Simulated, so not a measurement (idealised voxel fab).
The document below concerns the process module designated voxel wiring stack.
Each square cell in cross-section cut measures 5 nm, and the section as a whole is 225 nm wide.
A cross-section is a grid of square cells, given in bands from the top down. A band is one or more rows of cells. Heads up on the band format: heights come first, top then bottom, in nm. After that it's the materials left to right, each with its width in nm. A single material flagged "throughout" fills the whole band edge to edge, and "blank" means there's empty space there. Note: height 0 marks the level under which the wafer is uniformly one material as received. Lowest band unbounded below, written "0 nm and below". You'd read "30..40" like this: the band's top row of cells is as wide as the first number, its bottom row is as wide as the second, and going down, every row changes width by the same amount as the row before did. What does "nothing was modified" mean for a step? It means no cell of the cross-section changed in that step. In the "Sealed void listing" entry, you get each enclosed empty space of 8 cells or more, one with no open way to the top, written width x height at distance, distance from the left edge, in nm. Text after the settings on a step's line: the simulator's own remark on that step. The "overlay nm" setting may appear on a step's line; for a step that uses a mask, it gives how far to the right of its planned position the mask lay, and a negative value indicates the left.

Listed below are the process steps as planned
| 1 | RECEIVE | material Si |
| 2 | CONFORMAL_DEP | material SiO2 | thk nm 15 |
| 3 | CONFORMAL_DEP | material SiCN | thk nm 5 |
| 4 | DIRECTIONAL_DEP | material SiO2 | thk nm 25 |
| 5 | PATTERN | tone open | mask id METAL_1 | material resist | width nm 25 | pitch nm 45 | thk nm 15 | overlay nm 0 |
| 6 | DIRECTIONAL_ETCH | etch materials SiO2 | depth nm 25 |
| 7 | DIRECTIONAL_ETCH | etch materials SiCN | depth nm 5 |
| 8 | STRIP | etch materials resist |
| 9 | CONFORMAL_DEP | material TiN | thk nm 5 |
| 10 | FILL_DEP | material W | thk nm 5 |
| 11 | CMP | height nm 45 |
| 12 | CONFORMAL_DEP | material SiCN | thk nm 5 |
| 13 | DIRECTIONAL_DEP | material lowk | thk nm 25 |
| 14 | PATTERN | tone open | mask id METAL_2 | material resist | width nm 25 | pitch nm 45 | thk nm 15 | overlay nm 0 |
| 15 | DIRECTIONAL_ETCH | etch materials lowk | depth nm 15 |
| 16 | STRIP | etch materials resist |
| 17 | PATTERN | tone open | mask id METAL_2_HOLES | material resist | width nm 15 | pitch nm 45 | thk nm 15 | overlay nm 0 |
| 18 | DIRECTIONAL_ETCH | etch materials lowk | depth nm 10 |
| 19 | DIRECTIONAL_ETCH | etch materials SiCN | depth nm 5 |
| 20 | STRIP | etch materials resist |
| 21 | CONFORMAL_DEP | material TiN | thk nm 5 |
| 22 | FILL_DEP | material Cu | thk nm 5 |
| 23 | CMP | height nm 75 |
| 24 | CONFORMAL_DEP | material SiCN | thk nm 5 |
| 25 | DIRECTIONAL_DEP | material SiO2 | thk nm 15 |
| 26 | PATTERN | tone open | mask id PLUG_2 | material resist | width nm 15 | pitch nm 90 | thk nm 15 | overlay nm 0 |
| 27 | DIRECTIONAL_ETCH | etch materials SiO2 | depth nm 15 |
| 28 | DIRECTIONAL_ETCH | etch materials SiCN | depth nm 5 |
| 29 | STRIP | etch materials resist |
| 30 | CONFORMAL_DEP | material TiN | thk nm 5 |
| 31 | FILL_DEP | material Cu | thk nm 5 |
| 32 | CMP | height nm 95 |
| 33 | DIRECTIONAL_DEP | material TiN | thk nm 5 |
| 34 | DIRECTIONAL_DEP | material W | thk nm 20 |
| 35 | DIRECTIONAL_DEP | material aC | thk nm 10 |
| 36 | PATTERN | tone cover | mask id METAL_3 | material resist | width nm 25 | pitch nm 45 | thk nm 25 | overlay nm 0 |
| 37 | DIRECTIONAL_ETCH | etch materials aC | depth nm 10 |
| 38 | STRIP | etch materials resist |
| 39 | DIRECTIONAL_ETCH | etch materials W | depth nm 20 |
| 40 | DIRECTIONAL_ETCH | etch materials TiN | depth nm 5 |
| 41 | STRIP | etch materials aC |
| 42 | CONFORMAL_DEP | material SiCN | thk nm 5 |
| 43 | FILL_DEP | material SiO2 | thk nm 10 |
| 44 | CMP | height nm 120 |
| 45 | CONFORMAL_DEP | material SiCN | thk nm 5 |
| 46 | DIRECTIONAL_DEP | material lowk | thk nm 25 |
| 47 | PATTERN | tone open | mask id METAL_4 | material resist | width nm 25 | pitch nm 45 | thk nm 15 | overlay nm 0 |
| 48 | DIRECTIONAL_ETCH | etch materials lowk | depth nm 15 |
| 49 | STRIP | etch materials resist |
| 50 | DIRECTIONAL_DEP | material aC | thk nm 10 |
| 51 | PATTERN | tone open | mask id METAL_4_HOLES | material resist | width nm 15 | pitch nm 45 | thk nm 30 | overlay nm 0 |
| 52 | DIRECTIONAL_ETCH | etch materials aC | depth nm 10 |
| 53 | STRIP | etch materials resist |
| 54 | DIRECTIONAL_ETCH | etch materials lowk | depth nm 10 |
| 55 | DIRECTIONAL_ETCH | etch materials SiCN | depth nm 5 |
| 56 | STRIP | etch materials aC |
| 57 | CONFORMAL_DEP | material TiN | thk nm 5 |
| 58 | FILL_DEP | material Ru | thk nm 10 |
| 59 | CMP | height nm 150 |
| 60 | CONFORMAL_DEP | material SiCN | thk nm 5 |

Delivered wafer in cross-section: state after step 1
    0 nm and below = Si throughout
    Sealed void listing: none

Looking at the first of two wafers in cross-section at end of module - ran to plan
    155 nm to 150 nm = SiCN throughout
    150 nm to 140 nm = lowk=30; TiN=5; Ru=15; TiN=5; lowk=20; TiN=5; Ru=15; TiN=5; lowk=20; TiN=5; Ru=15; TiN=5; lowk=20; TiN=5; Ru=15; TiN=5; lowk=35
    140 nm to 135 nm = lowk=30; TiN=5; Ru=5; TiN=15; lowk=20; TiN=5; Ru=5; TiN=15; lowk=20; TiN=5; Ru=5; TiN=15; lowk=20; TiN=5; Ru=5; TiN=15; lowk=35
    135 nm to 125 nm = lowk=30; TiN=5; Ru=5; TiN=5; lowk=30; TiN=5; Ru=5; TiN=5; lowk=30; TiN=5; Ru=5; TiN=5; lowk=30; TiN=5; Ru=5; TiN=5; lowk=45
    125 nm to 120 nm = SiCN=30; TiN=15; SiCN=30; TiN=15; SiCN=30; TiN=15; SiCN=30; TiN=15; SiCN=45
    120 nm to 100 nm = SiO2=25; SiCN=5; W=25; SiCN=5; SiO2=10; SiCN=5; W=25; SiCN=5; SiO2=10; SiCN=5; W=25; SiCN=5; SiO2=10; SiCN=5; W=25; SiCN=5; SiO2=30
    100 nm to 95 nm = SiCN=30; TiN=25; SiCN=20; TiN=25; SiCN=20; TiN=25; SiCN=20; TiN=25; SiCN=35
    95 nm to 80 nm = SiO2=30; TiN=5; Cu=5; TiN=5; SiO2=75; TiN=5; Cu=5; TiN=5; SiO2=90
    80 nm to 75 nm = SiCN=30; TiN=15; SiCN=75; TiN=15; SiCN=90
    75 nm to 65 nm = lowk=30; TiN=5; Cu=15; TiN=5; lowk=20; TiN=5; Cu=15; TiN=5; lowk=20; TiN=5; Cu=15; TiN=5; lowk=20; TiN=5; Cu=15; TiN=5; lowk=35
    65 nm to 60 nm = lowk=30; TiN=5; Cu=5; TiN=15; lowk=20; TiN=5; Cu=5; TiN=15; lowk=20; TiN=5; Cu=5; TiN=15; lowk=20; TiN=5; Cu=5; TiN=15; lowk=35
    60 nm to 50 nm = lowk=30; TiN=5; Cu=5; TiN=5; lowk=30; TiN=5; Cu=5; TiN=5; lowk=30; TiN=5; Cu=5; TiN=5; lowk=30; TiN=5; Cu=5; TiN=5; lowk=45
    50 nm to 45 nm = SiCN=30; TiN=15; SiCN=30; TiN=15; SiCN=30; TiN=15; SiCN=30; TiN=15; SiCN=45
    45 nm to 20 nm = SiO2=30; TiN=5; W=15; TiN=5; SiO2=20; TiN=5; W=15; TiN=5; SiO2=20; TiN=5; W=15; TiN=5; SiO2=20; TiN=5; W=15; TiN=5; SiO2=35
    20 nm to 15 nm = SiCN=30; TiN=25; SiCN=20; TiN=25; SiCN=20; TiN=25; SiCN=20; TiN=25; SiCN=35
    15 nm to 0 nm = SiO2 throughout
    0 nm and below = Si throughout
    Sealed void listing: none

End-of-module cross-section of the second wafer: identical starting point and process plan to the first, with one processing mistake
    155 nm to 150 nm = SiCN throughout
    150 nm to 140 nm = lowk=30; TiN=5; Ru=15; TiN=5; lowk=20; TiN=5; Ru=15; TiN=5; lowk=20; TiN=5; Ru=15; TiN=5; lowk=20; TiN=5; Ru=15; TiN=5; lowk=35
    140 nm to 135 nm = lowk=30; TiN=5; Ru=5; TiN=15; lowk=20; TiN=5; Ru=5; TiN=15; lowk=20; TiN=5; Ru=5; TiN=15; lowk=20; TiN=5; Ru=5; TiN=15; lowk=35
    135 nm to 125 nm = lowk=30; TiN=5; Ru=5; TiN=5; lowk=30; TiN=5; Ru=5; TiN=5; lowk=30; TiN=5; Ru=5; TiN=5; lowk=30; TiN=5; Ru=5; TiN=5; lowk=45
    125 nm to 120 nm = SiCN=30; TiN=15; SiCN=30; TiN=15; SiCN=30; TiN=15; SiCN=30; TiN=15; SiCN=45
    120 nm to 100 nm = SiO2=25; SiCN=5; W=25; SiCN=5; SiO2=10; SiCN=5; W=25; SiCN=5; SiO2=10; SiCN=5; W=25; SiCN=5; SiO2=10; SiCN=5; W=25; SiCN=5; SiO2=30
    100 nm to 95 nm = SiCN=30; TiN=25; SiCN=20; TiN=25; SiCN=20; TiN=25; SiCN=20; TiN=25; SiCN=35
    95 nm to 80 nm = SiO2=30; TiN=5; Cu=5; TiN=5; SiO2=75; TiN=5; Cu=5; TiN=5; SiO2=90
    80 nm to 75 nm = SiCN=30; TiN=15; SiCN=75; TiN=15; SiCN=90
    75 nm to 65 nm = lowk=30; TiN=5; Cu=15; TiN=5; lowk=20; TiN=5; Cu=15; TiN=5; lowk=20; TiN=5; Cu=15; TiN=5; lowk=20; TiN=5; Cu=15; TiN=5; lowk=35
    65 nm to 60 nm = lowk=30; TiN=5; Cu=5; TiN=15; lowk=20; TiN=5; Cu=5; TiN=15; lowk=20; TiN=5; Cu=5; TiN=15; lowk=20; TiN=5; Cu=5; TiN=15; lowk=35
    60 nm to 50 nm = lowk=30; TiN=5; Cu=5; TiN=5; lowk=30; TiN=5; Cu=5; TiN=5; lowk=30; TiN=5; Cu=5; TiN=5; lowk=30; TiN=5; Cu=5; TiN=5; lowk=45
    50 nm to 45 nm = SiCN=30; TiN=15; SiCN=30; TiN=15; SiCN=30; TiN=15; SiCN=30; TiN=15; SiCN=45
    45 nm to 35 nm = SiO2=30; TiN=5; W=15; TiN=5; SiO2=20; TiN=5; W=15; TiN=5; SiO2=20; TiN=5; W=15; TiN=5; SiO2=20; TiN=5; W=15; TiN=5; SiO2=35
    35 nm to 30 nm = SiCN=30; TiN=25; SiCN=20; TiN=25; SiCN=20; TiN=25; SiCN=20; TiN=25; SiCN=35
    30 nm to 0 nm = SiO2 throughout
    0 nm and below = Si throughout
    Sealed void listing: none
Nonconformance to the process plan: twice over, step 2 of the plan was run
It is noted that, at the conclusion of processing, the second wafer exhibits a higher or lower cell count for certain materials relative to the first: SiO2 +60; TiN -24; W -36
